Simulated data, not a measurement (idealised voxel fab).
The document below concerns the process module designated voxel spacer lines.
It is cross-section cut that appears here, measuring 155 nm in width, its square cells being 5 nm in size.
Format of a cross-section: grid, square cells. Given as bands. Order: top down. Band: one or more rows of cells. Quick guide to a band line: top height, bottom height (nm) up front; then every material left to right with its width in nm. Only one material and it's marked "all across"? Then it fills the band edge to edge. And "air" just means empty space. Zero point of the height axis is 0; under it, received wafer = one material. Lowest band: continues down indefinitely, "0..down". Think of "30 to 40" as a width that walks from the first number to the second as you go down the band, top row to bottom row, taking equal-sized steps from row to row. It should be understood that the words "nothing different", when stated for a given step, signify that the cross-section underwent no change in any of its cells during that step. Entry "closed voids". Content: empty spaces with no open connection to the top, size 8 cells or greater. Each: width x height at distance. Distance: from left edge. Unit: nm. Whatever follows a step's settings on its line is a remark the simulator itself makes about that step. When a step includes a mask, the "overlay nm" setting on its line states how far to the right of its planned place that mask lay, and negative values state how far to the left.
SET OUT BELOW ARE THE PLANNED STEPS OF THE PROCESS
1,RECEIVE, material Si
2,CONFORMAL_DEP, material SiO2, thk nm 10
3,DIRECTIONAL_DEP, material polySi, thk nm 10
4,DIRECTIONAL_DEP, material aC, thk nm 30
5,PATTERN, tone cover, mask id MANDREL, material resist, width nm 20, pitch nm 60, thk nm 35, overlay nm 0
6,DIRECTIONAL_ETCH, etch materials aC, depth nm 30
7,STRIP, etch materials resist
8,CONFORMAL_DEP, material SiN, thk nm 10
9,DIRECTIONAL_ETCH, etch materials SiN, depth nm 10
10,STRIP, etch materials aC
11,DIRECTIONAL_ETCH, etch materials polySi, depth nm 10
12,STRIP, etch materials SiN
SHOWN IN CROSS-SECTION IS THE WAFER AS RECEIVED, THAT IS, AS IT STANDS AFTER STEP 1
0..down | Si all across
closed voids: none
CROSS-SECTION AT MODULE END, ONE RUN ERROR; START AND PLAN UNCHANGED FROM ABOVE
25..15 | 25 nm air, 10 nm polySi, 20 nm air, 10 nm polySi, 20 nm air, 10 nm polySi, 20 nm air, 10 nm polySi, 30 nm air
15..0 | SiO2 all across
0..down | Si all across
closed voids: none
Plan not followed: step 2: run off-plan, actual operation and settings CONFORMAL_DEP, material SiO2, thk nm 15
